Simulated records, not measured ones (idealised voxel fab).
Presented below is a process module, voxel capacitor over wiring.
We display cut, a cross-section 235 nm in width whose square cells are each 5 nm.
Cross-section, as written here: a square-cell grid given band by band from the top down, where a band holds one or more rows of cells.
Within each band entry, the heights of the top and of the bottom of the band appear first, in that order and in nm; the materials of the band then follow from left to right, each with its corresponding width in nm. The designation "everywhere" on a single material indicates that it fills the band from edge to edge; the designation "blank" indicates empty space.
Heights are reckoned from 0. Under this level, the received wafer is all of one material. The bottommost band is open-ended downward, for example "0 down".
Per-row width for "30->40": begins at first number (top row of band), ends at second number (bottom row), increment between rows held constant.
"everything unchanged" (step): cross-section cells unchanged, all of them.
Closed empty spaces (no open way to the top) of 8 cells or more are what "Fully sealed cavities" lists, each as width x height at distance from the left edge, nm for all three.
On each step's line, the part that comes after the settings is the simulator's own comment on the step.
A step's line can hold "overlay nm"; with a mask on that step, the setting says how far right of the planned place the mask lay, while a negative setting says it lay to the left.
-- The process steps that were planned are listed below
1,RECEIVE [material Si]
2,CONFORMAL_DEP [material SiO2] [thk nm 10]
3,DIRECTIONAL_DEP [material TiN] [thk nm 5]
4,DIRECTIONAL_DEP [material Ru] [thk nm 25]
5,DIRECTIONAL_DEP [material aC] [thk nm 10]
6,PATTERN [tone cover] [mask id METAL_1] [material resist] [width nm 30] [pitch nm 80] [thk nm 25] [overlay nm 0]
7,DIRECTIONAL_ETCH [etch materials aC] [depth nm 10]
8,STRIP [etch materials resist]
9,DIRECTIONAL_ETCH [etch materials Ru] [depth nm 25]
10,DIRECTIONAL_ETCH [etch materials TiN] [depth nm 5]
11,STRIP [etch materials aC]
12,CONFORMAL_DEP [material SiCN] [thk nm 5]
13,FILL_DEP [material lowk] [thk nm 10]
14,CMP [height nm 40]
15,CONFORMAL_DEP [material SiCN] [thk nm 5]
16,DIRECTIONAL_DEP [material lowk] [thk nm 10]
17,MASKED_ETCH [tone open] [mask id PLUG_1] [width nm 15] [etch materials lowk] [depth nm 10] [overlay nm 0]
18,MASKED_ETCH [tone open] [mask id PLUG_1] [width nm 15] [etch materials SiCN] [depth nm 5] [overlay nm 0]
19,CONFORMAL_DEP [material TiN] [thk nm 5]
20,FILL_DEP [material Cu] [thk nm 10]
21,CMP [height nm 55]
22,DIRECTIONAL_DEP [material TiN] [thk nm 10]
23,DIRECTIONAL_DEP [material Al2O3] [thk nm 5]
24,DIRECTIONAL_DEP [material TiN] [thk nm 5]
25,PATTERN [tone cover] [mask id UPPER_PLATE] [material resist] [width nm 55] [thk nm 15] [overlay nm 0]
26,DIRECTIONAL_ETCH [etch materials TiN] [depth nm 5]
27,DIRECTIONAL_ETCH [etch materials Al2O3] [depth nm 5]
28,STRIP [etch materials resist]
29,MASKED_ETCH [tone cover] [mask id LOWER_PLATE] [width nm 65] [etch materials TiN] [depth nm 10] [overlay nm 0]
30,FILL_DEP [material SiO2] [thk nm 15]
31,CMP [height nm 85]
32,PATTERN [tone open] [mask id PLUG_2] [material resist] [width nm 15] [thk nm 20] [overlay nm 0]
33,DIRECTIONAL_ETCH [etch materials SiO2] [depth nm 10]
34,STRIP [etch materials resist]
35,CONFORMAL_DEP [material TiN] [thk nm 5]
36,FILL_DEP [material Cu] [thk nm 10]
37,CMP [height nm 85]
38,CONFORMAL_DEP [material SiN] [thk nm 5]
-- first wafer, as planned
-- Cross-section of the wafer upon arrival, representing the state reached after step 1
- 0 down | Si everywhere
- Fully sealed cavities: none
-- Cross-section: wafer state after step 2
- 10 to 0 | SiO2 everywhere
- All layers under 0 are left as they were.
-- Cross-section: wafer state after step 3
- 15 to 10 | TiN everywhere
- All layers under 10 are left as they were.
-- Cross-section: wafer state after step 4
- 40 to 15 | Ru everywhere
- All layers under 15 are left as they were.
-- Cross-section: wafer state after step 5
- 50 to 40 | aC everywhere
- All layers under 40 are left as they were.
-- Cross-section: wafer state after step 6
- 75 to 50 | 60 nm blank, 30 nm resist, 50 nm blank, 30 nm resist, 65 nm blank
- All layers under 50 are left as they were.
-- Cross-section: wafer state after step 7
- 65 to 50 | 60 nm blank, 30 nm resist, 50 nm blank, 30 nm resist, 65 nm blank
- 50 to 40 | 60 nm blank, 30 nm aC, 50 nm blank, 30 nm aC, 65 nm blank
- All layers under 40 are left as they were.
-- Cross-section: wafer state after step 8
- 50 to 40 | 60 nm blank, 30 nm aC, 50 nm blank, 30 nm aC, 65 nm blank
- All layers under 40 are left as they were.
-- Cross-section: wafer state after step 9
- 50 to 40 | 60 nm blank, 30 nm aC, 50 nm blank, 30 nm aC, 65 nm blank
- 40 to 15 | 60 nm blank, 30 nm Ru, 50 nm blank, 30 nm Ru, 65 nm blank
- All layers under 15 are left as they were.
-- Cross-section: wafer state after step 10
- 50 to 40 | 60 nm blank, 30 nm aC, 50 nm blank, 30 nm aC, 65 nm blank
- 40 to 15 | 60 nm blank, 30 nm Ru, 50 nm blank, 30 nm Ru, 65 nm blank
- 15 to 10 | 60 nm blank, 30 nm TiN, 50 nm blank, 30 nm TiN, 65 nm blank
- All layers under 10 are left as they were.
-- Cross-section: wafer state after step 11
- 40 to 15 | 60 nm blank, 30 nm Ru, 50 nm blank, 30 nm Ru, 65 nm blank
- All layers under 15 are left as they were.
-- Cross-section: wafer state after step 12
- 45 to 40 | 55 nm blank, 40 nm SiCN, 40 nm blank, 40 nm SiCN, 60 nm blank
- 40 to 15 | 55 nm blank, 5 nm SiCN, 30 nm Ru, 5 nm SiCN, 40 nm blank, 5 nm SiCN, 30 nm Ru, 5 nm SiCN, 60 nm blank
- 15 to 10 | 60 nm SiCN, 30 nm TiN, 50 nm SiCN, 30 nm TiN, 65 nm SiCN
- All layers under 10 are left as they were.
-- Cross-section: wafer state after step 13
- 55 to 45 | lowk everywhere
- 45 to 40 | 55 nm lowk, 40 nm SiCN, 40 nm lowk, 40 nm SiCN, 60 nm lowk
- 40 to 15 | 55 nm lowk, 5 nm SiCN, 30 nm Ru, 5 nm SiCN, 40 nm lowk, 5 nm SiCN, 30 nm Ru, 5 nm SiCN, 60 nm lowk
- All layers under 15 are left as they were.
-- Cross-section: wafer state after step 14
- 40 to 15 | 55 nm lowk, 5 nm SiCN, 30 nm Ru, 5 nm SiCN, 40 nm lowk, 5 nm SiCN, 30 nm Ru, 5 nm SiCN, 60 nm lowk
- All layers under 15 are left as they were.
-- Cross-section: wafer state after step 15
- 45 to 40 | SiCN everywhere
- All layers under 40 are left as they were.
-- Cross-section: wafer state after step 16
- 55 to 45 | lowk everywhere
- All layers under 45 are left as they were.
-- Cross-section: wafer state after step 17
- 55 to 45 | 75 nm lowk, 15 nm blank, 145 nm lowk
- All layers under 45 are left as they were.
-- Cross-section: wafer state after step 18
- 55 to 45 | 75 nm lowk, 15 nm blank, 145 nm lowk
- 45 to 40 | 75 nm SiCN, 15 nm blank, 145 nm SiCN
- All layers under 40 are left as they were.
-- Cross-section: wafer state after step 19
- 60 to 55 | 80 nm TiN, 5 nm blank, 150 nm TiN
- 55 to 45 | 75 nm lowk, 5 nm TiN, 5 nm blank, 5 nm TiN, 145 nm lowk
- 45 to 40 | 75 nm SiCN, 15 nm TiN, 145 nm SiCN
- All layers under 40 are left as they were.
-- Cross-section: wafer state after step 20
- 70 to 60 | Cu everywhere
- 60 to 55 | 80 nm TiN, 5 nm Cu, 150 nm TiN
- 55 to 45 | 75 nm lowk, 5 nm TiN, 5 nm Cu, 5 nm TiN, 145 nm lowk
- All layers under 45 are left as they were.
-- Cross-section: wafer state after step 21
- 55 to 45 | 75 nm lowk, 5 nm TiN, 5 nm Cu, 5 nm TiN, 145 nm lowk
- All layers under 45 are left as they were.
-- Cross-section: wafer state after step 22
- 65 to 55 | TiN everywhere
- All layers under 55 are left as they were.
-- Cross-section: wafer state after step 23
- 70 to 65 | Al2O3 everywhere
- All layers under 65 are left as they were.
-- Cross-section: wafer state after step 24
- 75 to 70 | TiN everywhere
- All layers under 70 are left as they were.
-- Cross-section: wafer state after step 25
- 90 to 75 | 75 nm blank, 55 nm resist, 105 nm blank
- All layers under 75 are left as they were.
-- Cross-section: wafer state after step 26
- 90 to 75 | 75 nm blank, 55 nm resist, 105 nm blank
- 75 to 70 | 75 nm blank, 55 nm TiN, 105 nm blank
- All layers under 70 are left as they were.
-- Cross-section: wafer state after step 27
- 90 to 75 | 75 nm blank, 55 nm resist, 105 nm blank
- 75 to 70 | 75 nm blank, 55 nm TiN, 105 nm blank
- 70 to 65 | 75 nm blank, 55 nm Al2O3, 105 nm blank
- All layers under 65 are left as they were.
-- Cross-section: wafer state after step 28
- 75 to 70 | 75 nm blank, 55 nm TiN, 105 nm blank
- All layers under 70 are left as they were.
-- Cross-section: wafer state after step 29
- 75 to 70 | 75 nm blank, 55 nm TiN, 105 nm blank
- 70 to 65 | 75 nm blank, 55 nm Al2O3, 105 nm blank
- 65 to 55 | 70 nm blank, 65 nm TiN, 100 nm blank
- All layers under 55 are left as they were.
-- Cross-section: wafer state after step 30
- 90 to 75 | SiO2 everywhere
- 75 to 70 | 75 nm SiO2, 55 nm TiN, 105 nm SiO2
- 70 to 65 | 75 nm SiO2, 55 nm Al2O3, 105 nm SiO2
- 65 to 55 | 70 nm SiO2, 65 nm TiN, 100 nm SiO2
- All layers under 55 are left as they were.
-- Cross-section: wafer state after step 31
- 85 to 75 | SiO2 everywhere
- All layers under 75 are left as they were.
-- Cross-section: wafer state after step 32
- 105 to 85 | 85 nm resist, 15 nm blank, 135 nm resist
- All layers under 85 are left as they were.
-- Cross-section: wafer state after step 33
- 105 to 85 | 85 nm resist, 15 nm blank, 135 nm resist
- 85 to 75 | 85 nm SiO2, 15 nm blank, 135 nm SiO2
- All layers under 75 are left as they were.
-- Cross-section: wafer state after step 34
- 85 to 75 | 85 nm SiO2, 15 nm blank, 135 nm SiO2
- All layers under 75 are left as they were.
-- Cross-section: wafer state after step 35
- 90 to 85 | 90 nm TiN, 5 nm blank, 140 nm TiN
- 85 to 80 | 85 nm SiO2, 5 nm TiN, 5 nm blank, 5 nm TiN, 135 nm SiO2
- 80 to 70 | 85->75 nm SiO2, 15->55 nm TiN, 135->105 nm SiO2
- All layers under 70 are left as they were.
-- Cross-section: wafer state after step 36
- 100 to 90 | Cu everywhere
- 90 to 85 | 90 nm TiN, 5 nm Cu, 140 nm TiN
- 85 to 80 | 85 nm SiO2, 5 nm TiN, 5 nm Cu, 5 nm TiN, 135 nm SiO2
- All layers under 80 are left as they were.
-- Cross-section: wafer state after step 37
- 85 to 80 | 85 nm SiO2, 5 nm TiN, 5 nm Cu, 5 nm TiN, 135 nm SiO2
- All layers under 80 are left as they were.
-- Cross-section: wafer state after step 38
- 90 to 85 | SiN everywhere
- All layers under 85 are left as they were.
-- Second Wafer (Identical Start and Plan, One Processing Error; Matches First Wafer Through Step 15)
Cross-section of the second wafer corresponding to the planned conclusion of step 16: everything unchanged
Cross-section of the second wafer corresponding to the planned conclusion of step 17: everything unchanged
-- Cross-section of the second wafer corresponding to the planned conclusion of step 18
- 45 to 40 | 75 nm SiCN, 15 nm blank, 145 nm SiCN
- All layers under 40 are left as they were.
-- Cross-section of the second wafer corresponding to the planned conclusion of step 19
- 50 to 45 | 80 nm TiN, 5 nm blank, 150 nm TiN
- 45 to 40 | 75 nm SiCN, 15 nm TiN, 145 nm SiCN
- All layers under 40 are left as they were.
-- Cross-section of the second wafer corresponding to the planned conclusion of step 20
- 60 to 50 | Cu everywhere
- 50 to 45 | 80 nm TiN, 5 nm Cu, 150 nm TiN
- All layers under 45 are left as they were.
-- Cross-section of the second wafer corresponding to the planned conclusion of step 21
- 55 to 50 | Cu everywhere
- All layers under 50 are left as they were.
-- Cross-section of the second wafer corresponding to the planned conclusion of step 22
- 65 to 55 | TiN everywhere
- All layers under 55 are left as they were.
-- Cross-section of the second wafer corresponding to the planned conclusion of step 23
- 70 to 65 | Al2O3 everywhere
- All layers under 65 are left as they were.
-- Cross-section of the second wafer corresponding to the planned conclusion of step 24
- 75 to 70 | TiN everywhere
- All layers under 70 are left as they were.
-- Cross-section of the second wafer corresponding to the planned conclusion of step 25
- 90 to 75 | 75 nm blank, 55 nm resist, 105 nm blank
- All layers under 75 are left as they were.
-- Cross-section of the second wafer corresponding to the planned conclusion of step 26
- 90 to 75 | 75 nm blank, 55 nm resist, 105 nm blank
- 75 to 70 | 75 nm blank, 55 nm TiN, 105 nm blank
- All layers under 70 are left as they were.
-- Cross-section of the second wafer corresponding to the planned conclusion of step 27
- 90 to 75 | 75 nm blank, 55 nm resist, 105 nm blank
- 75 to 70 | 75 nm blank, 55 nm TiN, 105 nm blank
- 70 to 65 | 75 nm blank, 55 nm Al2O3, 105 nm blank
- All layers under 65 are left as they were.
-- Cross-section of the second wafer corresponding to the planned conclusion of step 28
- 75 to 70 | 75 nm blank, 55 nm TiN, 105 nm blank
- All layers under 70 are left as they were.
-- Cross-section of the second wafer corresponding to the planned conclusion of step 29
- 75 to 70 | 75 nm blank, 55 nm TiN, 105 nm blank
- 70 to 65 | 75 nm blank, 55 nm Al2O3, 105 nm blank
- 65 to 55 | 70 nm blank, 65 nm TiN, 100 nm blank
- All layers under 55 are left as they were.
-- Cross-section of the second wafer corresponding to the planned conclusion of step 30
- 90 to 75 | SiO2 everywhere
- 75 to 70 | 75 nm SiO2, 55 nm TiN, 105 nm SiO2
- 70 to 65 | 75 nm SiO2, 55 nm Al2O3, 105 nm SiO2
- 65 to 55 | 70 nm SiO2, 65 nm TiN, 100 nm SiO2
- All layers under 55 are left as they were.
-- Cross-section of the second wafer corresponding to the planned conclusion of step 31
- 85 to 75 | SiO2 everywhere
- All layers under 75 are left as they were.
-- Cross-section of the second wafer corresponding to the planned conclusion of step 32
- 105 to 85 | 85 nm resist, 15 nm blank, 135 nm resist
- All layers under 85 are left as they were.
-- Cross-section of the second wafer corresponding to the planned conclusion of step 33
- 105 to 85 | 85 nm resist, 15 nm blank, 135 nm resist
- 85 to 75 | 85 nm SiO2, 15 nm blank, 135 nm SiO2
- All layers under 75 are left as they were.
-- Cross-section of the second wafer corresponding to the planned conclusion of step 34
- 85 to 75 | 85 nm SiO2, 15 nm blank, 135 nm SiO2
- All layers under 75 are left as they were.
-- Cross-section of the second wafer corresponding to the planned conclusion of step 35
- 90 to 85 | 90 nm TiN, 5 nm blank, 140 nm TiN
- 85 to 80 | 85 nm SiO2, 5 nm TiN, 5 nm blank, 5 nm TiN, 135 nm SiO2
- 80 to 70 | 85->75 nm SiO2, 15->55 nm TiN, 135->105 nm SiO2
- All layers under 70 are left as they were.
-- Cross-section of the second wafer corresponding to the planned conclusion of step 36
- 100 to 90 | Cu everywhere
- 90 to 85 | 90 nm TiN, 5 nm Cu, 140 nm TiN
- 85 to 80 | 85 nm SiO2, 5 nm TiN, 5 nm Cu, 5 nm TiN, 135 nm SiO2
- All layers under 80 are left as they were.
-- Cross-section of the second wafer corresponding to the planned conclusion of step 37
- 85 to 80 | 85 nm SiO2, 5 nm TiN, 5 nm Cu, 5 nm TiN, 135 nm SiO2
- All layers under 80 are left as they were.
-- Cross-section of the second wafer corresponding to the planned conclusion of step 38
- 90 to 85 | SiN everywhere
- All layers under 85 are left as they were.
Want to know what went wrong? step 16 of the plan: omitted, not performed
At the finish, the second wafer shows more or fewer cells for some materials than the first does: Cu: 46 more; TiN: 42 more; lowk: 88 fewer
